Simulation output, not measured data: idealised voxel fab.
Name of the process module below: voxel fin reveal
The cross-section on display is named cut; it measures 270 nm wide, and its cells are 5 nm squares.
Square cells in a grid make up a cross-section in this document, and the grid is given as bands, listed from the top down, each one or more rows of cells.
Per band: top height and bottom height in nm, followed by the left-to-right materials and their widths in nm; "throughout" marks a single material spanning edge to edge, "blank" marks empty space.
Convention: height 0 is the level below which the wafer, as received, is all one material. The lowest band does not terminate at the bottom but continues downward, represented as "top 0, no bottom".
Width "30 to 40": first value at the band's top row of cells, second value at its bottom row, equal change from row to row.
"no modification" for a step: no cell of the cross-section changed in that step.
Each empty space that has no open way to the top and spans at least 8 cells appears under "Sealed cavities" as width x height at distance, the distance counted from the left edge, all in nm.
What comes after the settings on a step's line is commentary from the simulator itself on that step.
"overlay nm", when on a step's line for a step with a mask, measures how far to the right of its planned place the mask lay; a negative measure means to the left.
[Intended process steps]
| 1 | RECEIVE [material Si] |
| 2 | CONFORMAL_DEP [material SiN] [thk nm 10] |
| 3 | DIRECTIONAL_DEP [material aC] [thk nm 15] |
| 4 | PATTERN [tone cover] [mask id FINS] [material resist] [width nm 15] [pitch nm 35] [thk nm 35] [overlay nm 0] |
| 5 | DIRECTIONAL_ETCH [etch materials aC] [depth nm 15] |
| 6 | STRIP [etch materials resist] |
| 7 | DIRECTIONAL_ETCH [etch materials SiN] [depth nm 10] |
| 8 | DIRECTIONAL_ETCH [etch materials Si] [depth nm 40] |
| 9 | STRIP [etch materials aC] |
| 10 | FILL_DEP [material SiO2] [thk nm 10] |
| 11 | CMP [height nm 10] |
| 12 | SELECTIVE_ETCH [etch materials SiO2] [depth nm 20] |
| 13 | STRIP [etch materials SiN] |
[Incoming wafer in cross-section (state: after step 1)]
> top 0, no bottom: Si throughout
> Sealed cavities: none
[First of two wafers, end-of-module section, run followed plan]
> top 0, bottom -10: blank 110 nm; Si 15 nm; blank 20 nm; Si 15 nm; blank 110 nm
> top -10, bottom -40: SiO2 110 nm; Si 15 nm; SiO2 20 nm; Si 15 nm; SiO2 110 nm
> top -40, no bottom: Si throughout
> Sealed cavities: none
[Here's the second of our two wafers sectioned at module end. Same start as the first, same plan, but one mistake got made running it]
> top 0, bottom -10: blank 110 nm; Si 15 nm; blank 20 nm; Si 15 nm; blank 110 nm
> top -10, bottom -50: SiO2 110 nm; Si 15 nm; SiO2 20 nm; Si 15 nm; SiO2 110 nm
> top -50, no bottom: Si throughout
> Sealed cavities: none
Short version of what went wrong: step 8 was run on a setting that differed from the plan, and what really ran there is DIRECTIONAL_ETCH [etch materials Si] [depth nm 50]
End of process, cell counts, second wafer against first, materials with more or fewer: Si: 96 fewer; SiO2: 96 more
